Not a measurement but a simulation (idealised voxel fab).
process module | voxel transistor to metal
cross-section cut | 145 nm wide | cells 5 nm
A cross-section is a grid of square cells, given in bands from the top down. A band is one or more rows of cells.
Each band's line starts with the height of the band's top and of its bottom, in nm. Then come its materials from left to right, each with its width in nm. One material with "throughout" fills the band from edge to edge. "air" is empty space.
Height 0 is the level under which the wafer as received is all one material. The lowest band goes on downwards, as in "0 down".
A width such as "30 to 40" changes by the same amount from each row of cells to the next, from the band's top row to its bottom row.
"no change" after a step means that no cell of the cross-section changed.
closed voids: empty space of 8 cells or more with no open way to the top, each as width x height at its distance from the left edge, in nm
after a step's settings: what the simulator itself notes on the step
overlay nm, on a step with a mask: how far to the right of its planned place the mask lay; to the left if negative
plan
1 op RECEIVE | material Si
2 op CONFORMAL_DEP | material SiO2 | thk nm 5
3 op CONFORMAL_DEP | material SiN | thk nm 10
4 op DIRECTIONAL_DEP | material aC | thk nm 10
5 op PATTERN | tone cover | mask id ACTIVE | material resist | width nm 105 | thk nm 25 | overlay nm 0
6 op DIRECTIONAL_ETCH | etch materials aC | depth nm 10
7 op STRIP | etch materials resist
8 op DIRECTIONAL_ETCH | etch materials SiN | depth nm 10
9 op DIRECTIONAL_ETCH | etch materials SiO2 | depth nm 5
10 op DIRECTIONAL_ETCH | etch materials Si | depth nm 25
11 op STRIP | etch materials aC
12 op FILL_DEP | material SiO2 | thk nm 15
13 op CMP | height nm 15
14 op SELECTIVE_ETCH | etch materials SiO2 | depth nm 5
15 op STRIP | etch materials SiN
16 op SELECTIVE_ETCH | etch materials SiO2 | depth nm 5
17 op OXIDIZE | depth nm 5
18 op DIRECTIONAL_DEP | material polySi | thk nm 30
19 op DIRECTIONAL_DEP | material SiCN | thk nm 10
20 op MASKED_ETCH | tone cover | mask id GATE | width nm 25 | etch materials SiCN | depth nm 20 | overlay nm 0
21 op MASKED_ETCH | tone cover | mask id GATE | width nm 25 | etch materials polySi | depth nm 40 | overlay nm 0
22 op CONFORMAL_DEP | material SiO2 | thk nm 5
23 op DIRECTIONAL_ETCH | etch materials SiO2 | depth nm 5
24 op CONFORMAL_DEP | material SiN | thk nm 10
25 op DIRECTIONAL_ETCH | etch materials SiN | depth nm 10
26 op DIRECTIONAL_ETCH | etch materials SiO2 | depth nm 5
27 op DIRECTIONAL_ETCH | etch materials Si | depth nm 5
28 op EPI | material nSi | thk nm 10
29 op FILL_DEP | material SiO2 | thk nm 10
30 op CMP | height nm 40
31 op DIRECTIONAL_DEP | material SiO2 | thk nm 15
32 op MASKED_ETCH | tone open | mask id CONTACT | width nm 15 | pitch nm 80 | etch materials SiO2 | depth nm 50 | overlay nm 0
33 op CONFORMAL_DEP | material TiN | thk nm 5
34 op FILL_DEP | material Ru | thk nm 10
35 op CMP | height nm 55
36 op CONFORMAL_DEP | material SiCN | thk nm 5
37 op DIRECTIONAL_DEP | material lowk | thk nm 25
38 op DIRECTIONAL_DEP | material aC | thk nm 15
39 op PATTERN | tone open | mask id METAL_1 | material resist | width nm 15 | pitch nm 80 | thk nm 30 | overlay nm 0
40 op DIRECTIONAL_ETCH | etch materials aC | depth nm 15
41 op STRIP | etch materials resist
42 op DIRECTIONAL_ETCH | etch materials lowk | depth nm 25
43 op DIRECTIONAL_ETCH | etch materials SiCN | depth nm 5
44 op STRIP | etch materials aC
45 op CONFORMAL_DEP | material TiN | thk nm 5
46 op FILL_DEP | material Cu | thk nm 10
47 op CMP | height nm 85
48 op CONFORMAL_DEP | material SiCN | thk nm 5
49 op DIRECTIONAL_DEP | material SiO2 | thk nm 25
50 op DIRECTIONAL_DEP | material aC | thk nm 10
51 op PATTERN | tone open | mask id METAL_2 | material resist | width nm 15 | pitch nm 80 | thk nm 30 | overlay nm 0
52 op DIRECTIONAL_ETCH | etch materials aC | depth nm 10
53 op STRIP | etch materials resist
54 op DIRECTIONAL_ETCH | etch materials SiO2 | depth nm 15
55 op STRIP | etch materials aC
56 op DIRECTIONAL_DEP | material aC | thk nm 15
57 op PATTERN | tone open | mask id METAL_2_HOLES | material resist | width nm 15 | pitch nm 80 | thk nm 30 | overlay nm 0
58 op DIRECTIONAL_ETCH | etch materials aC | depth nm 15
59 op STRIP | etch materials resist
60 op DIRECTIONAL_ETCH | etch materials SiO2 | depth nm 10
61 op DIRECTIONAL_ETCH | etch materials SiCN | depth nm 5
62 op STRIP | etch materials aC
63 op CONFORMAL_DEP | material TiN | thk nm 5
64 op FILL_DEP | material Cu | thk nm 10
65 op CMP | height nm 115
66 op CONFORMAL_DEP | material SiCN | thk nm 5
first wafer, as planned
as received, after step 1
  0 down: Si throughout
  closed voids: none
after step 2
  5 to 0: SiO2 throughout
  below 0: unchanged
after step 3
  15 to 5: SiN throughout
  below 5: unchanged
after step 4
  25 to 15: aC throughout
  below 15: unchanged
after step 5
  50 to 25: air 20 | resist 105 | air 20
  below 25: unchanged
after step 6
  40 to 25: air 20 | resist 105 | air 20
  25 to 15: air 20 | aC 105 | air 20
  below 15: unchanged
after step 7
  25 to 15: air 20 | aC 105 | air 20
  below 15: unchanged
after step 8
  25 to 15: air 20 | aC 105 | air 20
  15 to 5: air 20 | SiN 105 | air 20
  below 5: unchanged
after step 9
  25 to 15: air 20 | aC 105 | air 20
  15 to 5: air 20 | SiN 105 | air 20
  5 to 0: air 20 | SiO2 105 | air 20
  below 0: unchanged
after step 10
  25 to 15: air 20 | aC 105 | air 20
  15 to 5: air 20 | SiN 105 | air 20
  5 to 0: air 20 | SiO2 105 | air 20
  0 to -25: air 20 | Si 105 | air 20
  below -25: unchanged
after step 11
  15 to 5: air 20 | SiN 105 | air 20
  below 5: unchanged
after step 12
  30 to 15: SiO2 throughout
  15 to 5: SiO2 20 | SiN 105 | SiO2 20
  5 to 0: SiO2 throughout
  0 to -25: SiO2 20 | Si 105 | SiO2 20
  below -25: unchanged
after step 13
  15 to 5: SiO2 20 | SiN 105 | SiO2 20
  below 5: unchanged
after step 14
  15 to 10: air 20 | SiN 105 | air 20
  below 10: unchanged
after step 15
  10 to 5: SiO2 20 | air 105 | SiO2 20
  below 5: unchanged
after step 16
  5 to 0: SiO2 15 | air 115 | SiO2 15
  below 0: unchanged
after step 17
  5 to 0: SiO2 15 | air 115 | SiO2 15
  0 to -5: SiO2 throughout
  below -5: unchanged
after step 18
  35 to 30: polySi 15 | air 115 | polySi 15
  30 to 5: polySi throughout
  5 to 0: SiO2 15 | polySi 115 | SiO2 15
  below 0: unchanged
after step 19
  45 to 40: SiCN 15 | air 115 | SiCN 15
  40 to 35: SiCN throughout
  35 to 30: polySi 15 | SiCN 115 | polySi 15
  below 30: unchanged
after step 20
  40 to 35: air 60 | SiCN 25 | air 60
  35 to 30: polySi 15 | air 45 | SiCN 25 | air 45 | polySi 15
  below 30: unchanged
after step 21
  40 to 30: air 60 | SiCN 25 | air 60
  30 to 5: air 60 | polySi 25 | air 60
  5 to 0: SiO2 15 | air 45 | polySi 25 | air 45 | SiO2 15
  below 0: unchanged
after step 22
  45 to 40: air 55 | SiO2 35 | air 55
  40 to 30: air 55 | SiO2 5 | SiCN 25 | SiO2 5 | air 55
  30 to 10: air 55 | SiO2 5 | polySi 25 | SiO2 5 | air 55
  10 to 5: SiO2 20 | air 35 | SiO2 5 | polySi 25 | SiO2 5 | air 35 | SiO2 20
  5 to 0: SiO2 60 | polySi 25 | SiO2 60
  below 0: unchanged
after step 23
  40 to 30: air 55 | SiO2 5 | SiCN 25 | SiO2 5 | air 55
  30 to 5: air 55 | SiO2 5 | polySi 25 | SiO2 5 | air 55
  5 to 0: SiO2 20 | air 35 | SiO2 5 | polySi 25 | SiO2 5 | air 35 | SiO2 20
  below 0: unchanged
after step 24
  50 to 40: air 45 | SiN 55 | air 45
  40 to 30: air 45 | SiN 10 | SiO2 5 | SiCN 25 | SiO2 5 | SiN 10 | air 45
  30 to 15: air 45 | SiN 10 | SiO2 5 | polySi 25 | SiO2 5 | SiN 10 | air 45
  15 to 10: SiN 30 | air 15 | SiN 10 | SiO2 5 | polySi 25 | SiO2 5 | SiN 10 | air 15 | SiN 30
  10 to 5: SiN 55 | SiO2 5 | polySi 25 | SiO2 5 | SiN 55
  5 to 0: SiO2 20 | SiN 35 | SiO2 5 | polySi 25 | SiO2 5 | SiN 35 | SiO2 20
  below 0: unchanged
after step 25
  40 to 30: air 45 | SiN 10 | SiO2 5 | SiCN 25 | SiO2 5 | SiN 10 | air 45
  30 to 5: air 45 | SiN 10 | SiO2 5 | polySi 25 | SiO2 5 | SiN 10 | air 45
  5 to 0: SiO2 20 | SiN 10 | air 15 | SiN 10 | SiO2 5 | polySi 25 | SiO2 5 | SiN 10 | air 15 | SiN 10 | SiO2 20
  below 0: unchanged
after step 26
  40 to 35: air 45 | SiN 10 | air 5 | SiCN 25 | air 5 | SiN 10 | air 45
  35 to 30: air 45 | SiN 10 | SiO2 5 | SiCN 25 | SiO2 5 | SiN 10 | air 45
  30 to 5: air 45 | SiN 10 | SiO2 5 | polySi 25 | SiO2 5 | SiN 10 | air 45
  5 to 0: air 20 | SiN 10 | air 15 | SiN 10 | SiO2 5 | polySi 25 | SiO2 5 | SiN 10 | air 15 | SiN 10 | air 20
  0 to -5: SiO2 30 | air 15 | SiO2 55 | air 15 | SiO2 30
  below -5: unchanged
after step 27
  40 to 35: air 45 | SiN 10 | air 5 | SiCN 25 | air 5 | SiN 10 | air 45
  35 to 30: air 45 | SiN 10 | SiO2 5 | SiCN 25 | SiO2 5 | SiN 10 | air 45
  30 to 5: air 45 | SiN 10 | SiO2 5 | polySi 25 | SiO2 5 | SiN 10 | air 45
  5 to 0: air 20 | SiN 10 | air 15 | SiN 10 | SiO2 5 | polySi 25 | SiO2 5 | SiN 10 | air 15 | SiN 10 | air 20
  0 to -5: SiO2 30 | air 15 | SiO2 55 | air 15 | SiO2 30
  -5 to -10: SiO2 20 | Si 10 | air 15 | Si 55 | air 15 | Si 10 | SiO2 20
  below -10: unchanged
after step 28
  40 to 35: air 45 | SiN 10 | air 5 | SiCN 25 | air 5 | SiN 10 | air 45
  35 to 30: air 45 | SiN 10 | SiO2 5 | SiCN 25 | SiO2 5 | SiN 10 | air 45
  30 to 5: air 45 | SiN 10 | SiO2 5 | polySi 25 | SiO2 5 | SiN 10 | air 45
  5 to 0: air 20 | SiN 10 | nSi 15 | SiN 10 | SiO2 5 | polySi 25 | SiO2 5 | SiN 10 | nSi 15 | SiN 10 | air 20
  0 to -5: SiO2 30 | nSi 15 | SiO2 55 | nSi 15 | SiO2 30
  -5 to -10: SiO2 20 | Si 10 | nSi 15 | Si 55 | nSi 15 | Si 10 | SiO2 20
  below -10: unchanged
after step 29
  50 to 40: SiO2 throughout
  40 to 30: SiO2 45 | SiN 10 | SiO2 5 | SiCN 25 | SiO2 5 | SiN 10 | SiO2 45
  30 to 5: SiO2 45 | SiN 10 | SiO2 5 | polySi 25 | SiO2 5 | SiN 10 | SiO2 45
  5 to 0: SiO2 20 | SiN 10 | nSi 15 | SiN 10 | SiO2 5 | polySi 25 | SiO2 5 | SiN 10 | nSi 15 | SiN 10 | SiO2 20
  below 0: unchanged
after step 30
  40 to 30: SiO2 45 | SiN 10 | SiO2 5 | SiCN 25 | SiO2 5 | SiN 10 | SiO2 45
  below 30: unchanged
after step 31
  55 to 40: SiO2 throughout
  below 40: unchanged
after step 32
  55 to 40: SiO2 25 | air 15 | SiO2 65 | air 15 | SiO2 25
  40 to 30: SiO2 25 | air 15 | SiO2 5 | SiN 10 | SiO2 5 | SiCN 25 | SiO2 5 | SiN 10 | SiO2 5 | air 15 | SiO2 25
  30 to 5: SiO2 25 | air 15 | SiO2 5 | SiN 10 | SiO2 5 | polySi 25 | SiO2 5 | SiN 10 | SiO2 5 | air 15 | SiO2 25
  below 5: unchanged
after step 33
  60 to 55: TiN 30 | air 5 | TiN 75 | air 5 | TiN 30
  55 to 40: SiO2 25 | TiN 5 | air 5 | TiN 5 | SiO2 65 | TiN 5 | air 5 | TiN 5 | SiO2 25
  40 to 30: SiO2 25 | TiN 5 | air 5 | TiN 5 | SiO2 5 | SiN 10 | SiO2 5 | SiCN 25 | SiO2 5 | SiN 10 | SiO2 5 | TiN 5 | air 5 | TiN 5 | SiO2 25
  30 to 10: SiO2 25 | TiN 5 | air 5 | TiN 5 | SiO2 5 | SiN 10 | SiO2 5 | polySi 25 | SiO2 5 | SiN 10 | SiO2 5 | TiN 5 | air 5 | TiN 5 | SiO2 25
  10 to 5: SiO2 25 | TiN 15 | SiO2 5 | SiN 10 | SiO2 5 | polySi 25 | SiO2 5 | SiN 10 | SiO2 5 | TiN 15 | SiO2 25
  below 5: unchanged
after step 34
  70 to 60: Ru throughout
  60 to 55: TiN 30 | Ru 5 | TiN 75 | Ru 5 | TiN 30
  55 to 40: SiO2 25 | TiN 5 | Ru 5 | TiN 5 | SiO2 65 | TiN 5 | Ru 5 | TiN 5 | SiO2 25
  40 to 30: SiO2 25 | TiN 5 | Ru 5 | TiN 5 | SiO2 5 | SiN 10 | SiO2 5 | SiCN 25 | SiO2 5 | SiN 10 | SiO2 5 | TiN 5 | Ru 5 | TiN 5 | SiO2 25
  30 to 10: SiO2 25 | TiN 5 | Ru 5 | TiN 5 | SiO2 5 | SiN 10 | SiO2 5 | polySi 25 | SiO2 5 | SiN 10 | SiO2 5 | TiN 5 | Ru 5 | TiN 5 | SiO2 25
  below 10: unchanged
after step 35
  55 to 40: SiO2 25 | TiN 5 | Ru 5 | TiN 5 | SiO2 65 | TiN 5 | Ru 5 | TiN 5 | SiO2 25
  below 40: unchanged
after step 36
  60 to 55: SiCN throughout
  below 55: unchanged
after step 37
  85 to 60: lowk throughout
  below 60: unchanged
after step 38
  100 to 85: aC throughout
  below 85: unchanged
after step 39
  130 to 100: resist 25 | air 15 | resist 65 | air 15 | resist 25
  below 100: unchanged
after step 40
  115 to 100: resist 25 | air 15 | resist 65 | air 15 | resist 25
  100 to 85: aC 25 | air 15 | aC 65 | air 15 | aC 25
  below 85: unchanged
after step 41
  100 to 85: aC 25 | air 15 | aC 65 | air 15 | aC 25
  below 85: unchanged
after step 42
  100 to 85: aC 25 | air 15 | aC 65 | air 15 | aC 25
  85 to 60: lowk 25 | air 15 | lowk 65 | air 15 | lowk 25
  below 60: unchanged
after step 43
  100 to 85: aC 25 | air 15 | aC 65 | air 15 | aC 25
  85 to 60: lowk 25 | air 15 | lowk 65 | air 15 | lowk 25
  60 to 55: SiCN 25 | air 15 | SiCN 65 | air 15 | SiCN 25
  below 55: unchanged
after step 44
  85 to 60: lowk 25 | air 15 | lowk 65 | air 15 | lowk 25
  below 60: unchanged
after step 45
  90 to 85: TiN 30 | air 5 | TiN 75 | air 5 | TiN 30
  85 to 60: lowk 25 | TiN 5 | air 5 | TiN 5 | lowk 65 | TiN 5 | air 5 | TiN 5 | lowk 25
  60 to 55: SiCN 25 | TiN 15 | SiCN 65 | TiN 15 | SiCN 25
  below 55: unchanged
after step 46
  100 to 90: Cu throughout
  90 to 85: TiN 30 | Cu 5 | TiN 75 | Cu 5 | TiN 30
  85 to 60: lowk 25 | TiN 5 | Cu 5 | TiN 5 | lowk 65 | TiN 5 | Cu 5 | TiN 5 | lowk 25
  below 60: unchanged
after step 47
  85 to 60: lowk 25 | TiN 5 | Cu 5 | TiN 5 | lowk 65 | TiN 5 | Cu 5 | TiN 5 | lowk 25
  below 60: unchanged
after step 48
  90 to 85: SiCN throughout
  below 85: unchanged
after step 49
  115 to 90: SiO2 throughout
  below 90: unchanged
after step 50
  125 to 115: aC throughout
  below 115: unchanged
after step 51
  155 to 125: resist 25 | air 15 | resist 65 | air 15 | resist 25
  below 125: unchanged
after step 52
  145 to 125: resist 25 | air 15 | resist 65 | air 15 | resist 25
  125 to 115: aC 25 | air 15 | aC 65 | air 15 | aC 25
  below 115: unchanged
after step 53
  125 to 115: aC 25 | air 15 | aC 65 | air 15 | aC 25
  below 115: unchanged
after step 54
  125 to 115: aC 25 | air 15 | aC 65 | air 15 | aC 25
  115 to 100: SiO2 25 | air 15 | SiO2 65 | air 15 | SiO2 25
  below 100: unchanged
after step 55
  115 to 100: SiO2 25 | air 15 | SiO2 65 | air 15 | SiO2 25
  below 100: unchanged
after step 56
  130 to 115: aC 25 | air 15 | aC 65 | air 15 | aC 25
  115 to 100: SiO2 25 | aC 15 | SiO2 65 | aC 15 | SiO2 25
  below 100: unchanged
after step 57
  160 to 130: resist 25 | air 15 | resist 65 | air 15 | resist 25
  below 130: unchanged
after step 58
  145 to 130: resist 25 | air 15 | resist 65 | air 15 | resist 25
  130 to 115: aC 25 | air 15 | aC 65 | air 15 | aC 25
  115 to 100: SiO2 25 | air 15 | SiO2 65 | air 15 | SiO2 25
  below 100: unchanged
after step 59
  130 to 115: aC 25 | air 15 | aC 65 | air 15 | aC 25
  below 115: unchanged
after step 60
  130 to 115: aC 25 | air 15 | aC 65 | air 15 | aC 25
  115 to 90: SiO2 25 | air 15 | SiO2 65 | air 15 | SiO2 25
  below 90: unchanged
after step 61
  130 to 115: aC 25 | air 15 | aC 65 | air 15 | aC 25
  115 to 90: SiO2 25 | air 15 | SiO2 65 | air 15 | SiO2 25
  90 to 85: SiCN 25 | air 15 | SiCN 65 | air 15 | SiCN 25
  below 85: unchanged
after step 62
  115 to 90: SiO2 25 | air 15 | SiO2 65 | air 15 | SiO2 25
  below 90: unchanged
after step 63
  120 to 115: TiN 30 | air 5 | TiN 75 | air 5 | TiN 30
  115 to 90: SiO2 25 | TiN 5 | air 5 | TiN 5 | SiO2 65 | TiN 5 | air 5 | TiN 5 | SiO2 25
  90 to 85: SiCN 25 | TiN 15 | SiCN 65 | TiN 15 | SiCN 25
  below 85: unchanged
after step 64
  130 to 120: Cu throughout
  120 to 115: TiN 30 | Cu 5 | TiN 75 | Cu 5 | TiN 30
  115 to 90: SiO2 25 | TiN 5 | Cu 5 | TiN 5 | SiO2 65 | TiN 5 | Cu 5 | TiN 5 | SiO2 25
  below 90: unchanged
after step 65
  115 to 90: SiO2 25 | TiN 5 | Cu 5 | TiN 5 | SiO2 65 | TiN 5 | Cu 5 | TiN 5 | SiO2 25
  below 90: unchanged
after step 66
  120 to 115: SiCN throughout
  below 115: unchanged
second wafer: like start, like plan, one mistake. Through step 12 it matches the first wafer
when step 13 should have ended: no change
when step 14 should have ended
  25 to 15: SiO2 throughout
  below 15: unchanged
when step 15 should have ended: no change
when step 16 should have ended
  20 to 15: SiO2 throughout
  below 15: unchanged
when step 17 should have ended: no change
when step 18 should have ended
  50 to 20: polySi throughout
  below 20: unchanged
when step 19 should have ended
  60 to 50: SiCN throughout
  below 50: unchanged
when step 20 should have ended
  60 to 50: air 60 | SiCN 25 | air 60
  below 50: unchanged
when step 21 should have ended
  60 to 50: air 60 | SiCN 25 | air 60
  50 to 20: air 60 | polySi 25 | air 60
  below 20: unchanged
when step 22 should have ended
  65 to 60: air 55 | SiO2 35 | air 55
  60 to 50: air 55 | SiO2 5 | SiCN 25 | SiO2 5 | air 55
  50 to 25: air 55 | SiO2 5 | polySi 25 | SiO2 5 | air 55
  25 to 20: SiO2 60 | polySi 25 | SiO2 60
  below 20: unchanged
when step 23 should have ended
  60 to 50: air 55 | SiO2 5 | SiCN 25 | SiO2 5 | air 55
  50 to 20: air 55 | SiO2 5 | polySi 25 | SiO2 5 | air 55
  below 20: unchanged
when step 24 should have ended
  70 to 60: air 45 | SiN 55 | air 45
  60 to 50: air 45 | SiN 10 | SiO2 5 | SiCN 25 | SiO2 5 | SiN 10 | air 45
  50 to 30: air 45 | SiN 10 | SiO2 5 | polySi 25 | SiO2 5 | SiN 10 | air 45
  30 to 20: SiN 55 | SiO2 5 | polySi 25 | SiO2 5 | SiN 55
  below 20: unchanged
when step 25 should have ended
  60 to 50: air 45 | SiN 10 | SiO2 5 | SiCN 25 | SiO2 5 | SiN 10 | air 45
  50 to 20: air 45 | SiN 10 | SiO2 5 | polySi 25 | SiO2 5 | SiN 10 | air 45
  below 20: unchanged
when step 26 should have ended
  60 to 55: air 45 | SiN 10 | air 5 | SiCN 25 | air 5 | SiN 10 | air 45
  55 to 50: air 45 | SiN 10 | SiO2 5 | SiCN 25 | SiO2 5 | SiN 10 | air 45
  50 to 20: air 45 | SiN 10 | SiO2 5 | polySi 25 | SiO2 5 | SiN 10 | air 45
  20 to 15: air 45 | SiO2 55 | air 45
  below 15: unchanged
when step 27 should have ended: no change
when step 28 should have ended: no change
when step 29 should have ended
  70 to 60: SiO2 throughout
  60 to 50: SiO2 45 | SiN 10 | SiO2 5 | SiCN 25 | SiO2 5 | SiN 10 | SiO2 45
  50 to 20: SiO2 45 | SiN 10 | SiO2 5 | polySi 25 | SiO2 5 | SiN 10 | SiO2 45
  20 to 15: SiO2 throughout
  below 15: unchanged
when step 30 should have ended
  40 to 20: SiO2 45 | SiN 10 | SiO2 5 | polySi 25 | SiO2 5 | SiN 10 | SiO2 45
  below 20: unchanged
when step 31 should have ended
  55 to 40: SiO2 throughout
  below 40: unchanged
when step 32 should have ended
  55 to 40: SiO2 25 | air 15 | SiO2 65 | air 15 | SiO2 25
  40 to 20: SiO2 25 | air 15 | SiO2 5 | SiN 10 | SiO2 5 | polySi 25 | SiO2 5 | SiN 10 | SiO2 5 | air 15 | SiO2 25
  20 to 15: SiO2 25 | air 15 | SiO2 65 | air 15 | SiO2 25
  below 15: unchanged
when step 33 should have ended
  60 to 55: TiN 30 | air 5 | TiN 75 | air 5 | TiN 30
  55 to 40: SiO2 25 | TiN 5 | air 5 | TiN 5 | SiO2 65 | TiN 5 | air 5 | TiN 5 | SiO2 25
  40 to 20: SiO2 25 | TiN 5 | air 5 | TiN 5 | SiO2 5 | SiN 10 | SiO2 5 | polySi 25 | SiO2 5 | SiN 10 | SiO2 5 | TiN 5 | air 5 | TiN 5 | SiO2 25
  20 to 15: SiO2 25 | TiN 15 | SiO2 65 | TiN 15 | SiO2 25
  below 15: unchanged
when step 34 should have ended
  70 to 60: Ru throughout
  60 to 55: TiN 30 | Ru 5 | TiN 75 | Ru 5 | TiN 30
  55 to 40: SiO2 25 | TiN 5 | Ru 5 | TiN 5 | SiO2 65 | TiN 5 | Ru 5 | TiN 5 | SiO2 25
  40 to 20: SiO2 25 | TiN 5 | Ru 5 | TiN 5 | SiO2 5 | SiN 10 | SiO2 5 | polySi 25 | SiO2 5 | SiN 10 | SiO2 5 | TiN 5 | Ru 5 | TiN 5 | SiO2 25
  below 20: unchanged
when step 35 should have ended
  55 to 40: SiO2 25 | TiN 5 | Ru 5 | TiN 5 | SiO2 65 | TiN 5 | Ru 5 | TiN 5 | SiO2 25
  below 40: unchanged
when step 36 should have ended
  60 to 55: SiCN throughout
  below 55: unchanged
when step 37 should have ended
  85 to 60: lowk throughout
  below 60: unchanged
when step 38 should have ended
  100 to 85: aC throughout
  below 85: unchanged
when step 39 should have ended
  130 to 100: resist 25 | air 15 | resist 65 | air 15 | resist 25
  below 100: unchanged
when step 40 should have ended
  115 to 100: resist 25 | air 15 | resist 65 | air 15 | resist 25
  100 to 85: aC 25 | air 15 | aC 65 | air 15 | aC 25
  below 85: unchanged
when step 41 should have ended
  100 to 85: aC 25 | air 15 | aC 65 | air 15 | aC 25
  below 85: unchanged
when step 42 should have ended
  100 to 85: aC 25 | air 15 | aC 65 | air 15 | aC 25
  85 to 60: lowk 25 | air 15 | lowk 65 | air 15 | lowk 25
  below 60: unchanged
when step 43 should have ended
  100 to 85: aC 25 | air 15 | aC 65 | air 15 | aC 25
  85 to 60: lowk 25 | air 15 | lowk 65 | air 15 | lowk 25
  60 to 55: SiCN 25 | air 15 | SiCN 65 | air 15 | SiCN 25
  below 55: unchanged
when step 44 should have ended
  85 to 60: lowk 25 | air 15 | lowk 65 | air 15 | lowk 25
  below 60: unchanged
when step 45 should have ended
  90 to 85: TiN 30 | air 5 | TiN 75 | air 5 | TiN 30
  85 to 60: lowk 25 | TiN 5 | air 5 | TiN 5 | lowk 65 | TiN 5 | air 5 | TiN 5 | lowk 25
  60 to 55: SiCN 25 | TiN 15 | SiCN 65 | TiN 15 | SiCN 25
  below 55: unchanged
when step 46 should have ended
  100 to 90: Cu throughout
  90 to 85: TiN 30 | Cu 5 | TiN 75 | Cu 5 | TiN 30
  85 to 60: lowk 25 | TiN 5 | Cu 5 | TiN 5 | lowk 65 | TiN 5 | Cu 5 | TiN 5 | lowk 25
  below 60: unchanged
when step 47 should have ended
  85 to 60: lowk 25 | TiN 5 | Cu 5 | TiN 5 | lowk 65 | TiN 5 | Cu 5 | TiN 5 | lowk 25
  below 60: unchanged
when step 48 should have ended
  90 to 85: SiCN throughout
  below 85: unchanged
when step 49 should have ended
  115 to 90: SiO2 throughout
  below 90: unchanged
when step 50 should have ended
  125 to 115: aC throughout
  below 115: unchanged
when step 51 should have ended
  155 to 125: resist 25 | air 15 | resist 65 | air 15 | resist 25
  below 125: unchanged
when step 52 should have ended
  145 to 125: resist 25 | air 15 | resist 65 | air 15 | resist 25
  125 to 115: aC 25 | air 15 | aC 65 | air 15 | aC 25
  below 115: unchanged
when step 53 should have ended
  125 to 115: aC 25 | air 15 | aC 65 | air 15 | aC 25
  below 115: unchanged
when step 54 should have ended
  125 to 115: aC 25 | air 15 | aC 65 | air 15 | aC 25
  115 to 100: SiO2 25 | air 15 | SiO2 65 | air 15 | SiO2 25
  below 100: unchanged
when step 55 should have ended
  115 to 100: SiO2 25 | air 15 | SiO2 65 | air 15 | SiO2 25
  below 100: unchanged
when step 56 should have ended
  130 to 115: aC 25 | air 15 | aC 65 | air 15 | aC 25
  115 to 100: SiO2 25 | aC 15 | SiO2 65 | aC 15 | SiO2 25
  below 100: unchanged
when step 57 should have ended
  160 to 130: resist 25 | air 15 | resist 65 | air 15 | resist 25
  below 130: unchanged
when step 58 should have ended
  145 to 130: resist 25 | air 15 | resist 65 | air 15 | resist 25
  130 to 115: aC 25 | air 15 | aC 65 | air 15 | aC 25
  115 to 100: SiO2 25 | air 15 | SiO2 65 | air 15 | SiO2 25
  below 100: unchanged
when step 59 should have ended
  130 to 115: aC 25 | air 15 | aC 65 | air 15 | aC 25
  below 115: unchanged
when step 60 should have ended
  130 to 115: aC 25 | air 15 | aC 65 | air 15 | aC 25
  115 to 90: SiO2 25 | air 15 | SiO2 65 | air 15 | SiO2 25
  below 90: unchanged
when step 61 should have ended
  130 to 115: aC 25 | air 15 | aC 65 | air 15 | aC 25
  115 to 90: SiO2 25 | air 15 | SiO2 65 | air 15 | SiO2 25
  90 to 85: SiCN 25 | air 15 | SiCN 65 | air 15 | SiCN 25
  below 85: unchanged
when step 62 should have ended
  115 to 90: SiO2 25 | air 15 | SiO2 65 | air 15 | SiO2 25
  below 90: unchanged
when step 63 should have ended
  120 to 115: TiN 30 | air 5 | TiN 75 | air 5 | TiN 30
  115 to 90: SiO2 25 | TiN 5 | air 5 | TiN 5 | SiO2 65 | TiN 5 | air 5 | TiN 5 | SiO2 25
  90 to 85: SiCN 25 | TiN 15 | SiCN 65 | TiN 15 | SiCN 25
  below 85: unchanged
when step 64 should have ended
  130 to 120: Cu throughout
  120 to 115: TiN 30 | Cu 5 | TiN 75 | Cu 5 | TiN 30
  115 to 90: SiO2 25 | TiN 5 | Cu 5 | TiN 5 | SiO2 65 | TiN 5 | Cu 5 | TiN 5 | SiO2 25
  below 90: unchanged
when step 65 should have ended
  115 to 90: SiO2 25 | TiN 5 | Cu 5 | TiN 5 | SiO2 65 | TiN 5 | Cu 5 | TiN 5 | SiO2 25
  below 90: unchanged
when step 66 should have ended
  120 to 115: SiCN throughout
  below 115: unchanged
what went wrong: step 13 was left out
at the end the second wafer has, in cells: 4 fewer of Ru | 27 more of Si | 10 fewer of SiCN | 22 more of SiN | 1 more of SiO2 | 8 fewer of TiN | 18 fewer of nSi | 10 fewer of polySi
